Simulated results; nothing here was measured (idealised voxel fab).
voxel released beams: a process module
Section cut is 295 nm wide and gridded with 5 nm square cells.
In what follows, cross-sections appear as grids of square cells, described through bands that run from the top down, where every band is one or more rows of cells.
Band entry format. Leading values: height of top, height of bottom, nm. Remainder: materials in left-to-right order, each with its width in nm. Special words: "all across" on a single material, which then fills the band edge to edge; "empty", empty space.
Heights are expressed relative to 0, this being the level below which the as-received wafer comprises one material exclusively. The lowest band is unbounded in the downward direction and is denoted as in "0 nm and below".
Width: "30 to 40" (first number = top row, second number = bottom row, same change from row to row of cells).
No cell of the cross-section changed in a step that is given as "nothing different".
"Sealed voids" contains a list of empty spaces, each no smaller than 8 cells and without an open way to the top, written in the form width x height at distance with the distance from the left edge and all three in nm.
Read whatever lies past the settings on a step's line as the simulator's own remark about the step.
What "overlay nm" on a step's line means: if the step has a mask, that mask lay this far to the right of its planned place, or, when the value is negative, to the left.

### Below is the list of planned process steps
1. RECEIVE,material Si
2. CONFORMAL_DEP,material Al2O3,thk nm 5
3. DIRECTIONAL_DEP,material SiO2,thk nm 10
4. MASKED_ETCH,tone open,mask id ANCHOR,width nm 35,etch materials SiO2,depth nm 10,overlay nm 0
5. CONFORMAL_DEP,material W,thk nm 10
6. MASKED_ETCH,tone cover,mask id BEAM,width nm 105,etch materials W,depth nm 10,overlay nm 0
7. STRIP,etch materials SiO2

### Received-state cross-section, reflecting completion of step 1
    0 nm and below  Si all across
    Sealed voids: none

### Cross-section: first of two wafers, module finished, run according to plan
    25 nm to 15 nm  90 of empty / 15 of W / 15 of empty / 75 of W / 100 of empty
    15 nm to 5 nm  95 of empty / 35 of W / 165 of empty
    5 nm to 0 nm  Al2O3 all across
    0 nm and below  Si all across
    Sealed voids: none

### Wafer two, sectioned after the module: the first wafer's start, the first wafer's plan, and one mistake in how it was run
    35 nm to 25 nm  90 of empty / 15 of W / 15 of empty / 75 of W / 100 of empty
    25 nm to 15 nm  95 of empty / 35 of W / 165 of empty
    15 nm to 0 nm  Al2O3 all across
    0 nm and below  Si all across
    Sealed voids: none
Deviation noted in wafer processing: step 2 ran differently from the plan; actual operation with settings: CONFORMAL_DEP,material Al2O3,thk nm 15
Upon completion, the second wafer contains, in terms of cells, a greater or smaller amount of certain materials than the first wafer: Al2O3 +118
